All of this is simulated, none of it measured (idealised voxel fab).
Herein follows the process module entitled voxel transistor to metal.
We display cut, a cross-section 155 nm in width whose square cells are each 5 nm.
Each cross-section below is a grid of square cells, stated as bands in top-down order, with one or more rows of cells making up each band. Read a band's entry like this: the first values are the height of its top and the height of its bottom in nm, and what follows is the sequence of materials from left to right, each with its width in nm. Note that "empty" is empty space, and that a single material marked "everywhere" reaches across the band from edge to edge. A quick word on heights: they are counted from 0, and under that level the wafer as it came to us is one material throughout. The lowest band is different from the rest in having no bottom; it simply continues downward, written as in "from 0 down". When a width is written as two numbers, as in "30 to 40", the first number is the width in the top row of cells of the band and the second is the width in its bottom row, and the width changes by the same amount from each row to the next. "nothing was modified", as given for a step, is the statement that not any cell of the cross-section underwent a change during that step. In "Catalogued sealed voids" the enclosed voids are listed, meaning empty spaces of 8 cells or larger without any opening to the top. The form is width x height at distance, distance from the left edge, units nm. Post-settings text on a step line: simulator's own remark regarding the step. A step's line can hold "overlay nm"; with a mask on that step, the setting says how far right of the planned place the mask lay, while a negative setting says it lay to the left.
The following list gives the planned process steps:
1 RECEIVE,material Si
2 OXIDIZE,depth nm 5
3 CONFORMAL_DEP,material SiN,thk nm 10
4 MASKED_ETCH,tone cover,mask id ACTIVE,width nm 120,etch materials SiN,depth nm 10,overlay nm 0
5 MASKED_ETCH,tone cover,mask id ACTIVE,width nm 120,etch materials SiO2,depth nm 5,overlay nm 0
6 MASKED_ETCH,tone cover,mask id ACTIVE,width nm 120,etch materials Si,depth nm 20,overlay nm 0
7 FILL_DEP,material SiO2,thk nm 15
8 CMP,height nm 10
9 SELECTIVE_ETCH,etch materials SiO2,depth nm 10
10 STRIP,etch materials SiN
11 SELECTIVE_ETCH,etch materials SiO2,depth nm 5
12 OXIDIZE,depth nm 5
13 DIRECTIONAL_DEP,material polySi,thk nm 20
14 DIRECTIONAL_DEP,material SiCN,thk nm 10
15 MASKED_ETCH,tone cover,mask id GATE,width nm 30,etch materials SiCN,depth nm 20,overlay nm 0
16 MASKED_ETCH,tone cover,mask id GATE,width nm 30,etch materials polySi,depth nm 30,overlay nm 0
17 CONFORMAL_DEP,material SiN,thk nm 10
18 DIRECTIONAL_ETCH,etch materials SiN,depth nm 5
19 DIRECTIONAL_ETCH,etch materials SiO2,depth nm 5
20 EPI,material pSi,thk nm 5
21 FILL_DEP,material SiO2,thk nm 5
22 CMP,height nm 15
23 STRIP,etch materials polySi
24 SELECTIVE_ETCH,etch materials SiO2,depth nm 5
25 CONFORMAL_DEP,material HfO2,thk nm 5
26 CONFORMAL_DEP,material TiN,thk nm 5
27 FILL_DEP,material W,thk nm 10
28 CMP,height nm 10
29 DIRECTIONAL_DEP,material SiO2,thk nm 15
30 PATTERN,tone open,mask id CONTACT,material resist,width nm 20,pitch nm 80,thk nm 15,overlay nm 0
31 DIRECTIONAL_ETCH,etch materials SiO2,depth nm 30
32 STRIP,etch materials resist
33 CONFORMAL_DEP,material TiN,thk nm 5
34 FILL_DEP,material W,thk nm 5
35 CMP,height nm 25
36 DIRECTIONAL_DEP,material TiN,thk nm 5
37 DIRECTIONAL_DEP,material Ru,thk nm 20
38 PATTERN,tone cover,mask id METAL_1,material resist,width nm 20,pitch nm 80,thk nm 15,overlay nm 0
39 DIRECTIONAL_ETCH,etch materials Ru,depth nm 20
40 DIRECTIONAL_ETCH,etch materials TiN,depth nm 5
41 STRIP,etch materials resist
42 FILL_DEP,material lowk,thk nm 5
43 CMP,height nm 50
44 CONFORMAL_DEP,material SiCN,thk nm 5
Every wafer here starts from the same state; it is the step 18 depth nm that distinguishes them, and the value the plan gives belongs to the first wafer.
First of several wafers, received after step 1, in cross-section:
    from 0 down = Si everywhere
    Catalogued sealed voids: none
Below is a per-wafer table. In it, each row describes the wafer at the end of the module by giving, for each material, the number of cells gained (+) or lost (-) since the wafer was received, and after that the closed voids of the wafer:
depth nm 5; +14 HfO2; +32 Ru; -83 Si; +31 SiCN; +33 SiN; +139 SiO2; +40 TiN; +20 W; +115 lowk; Catalogued sealed voids: none
depth nm 10; +14 HfO2; +32 Ru; -83 Si; +31 SiCN; +12 SiN; +136 SiO2; +44 TiN; +24 W; +115 lowk; +16 pSi; Catalogued sealed voids: none
depth nm 15; +14 HfO2; +32 Ru; -83 Si; +31 SiCN; +12 SiN; +136 SiO2; +44 TiN; +24 W; +115 lowk; +16 pSi; Catalogued sealed voids: none
depth nm 20; +14 HfO2; +32 Ru; -83 Si; +31 SiCN; +12 SiN; +136 SiO2; +44 TiN; +24 W; +115 lowk; +16 pSi; Catalogued sealed voids: none
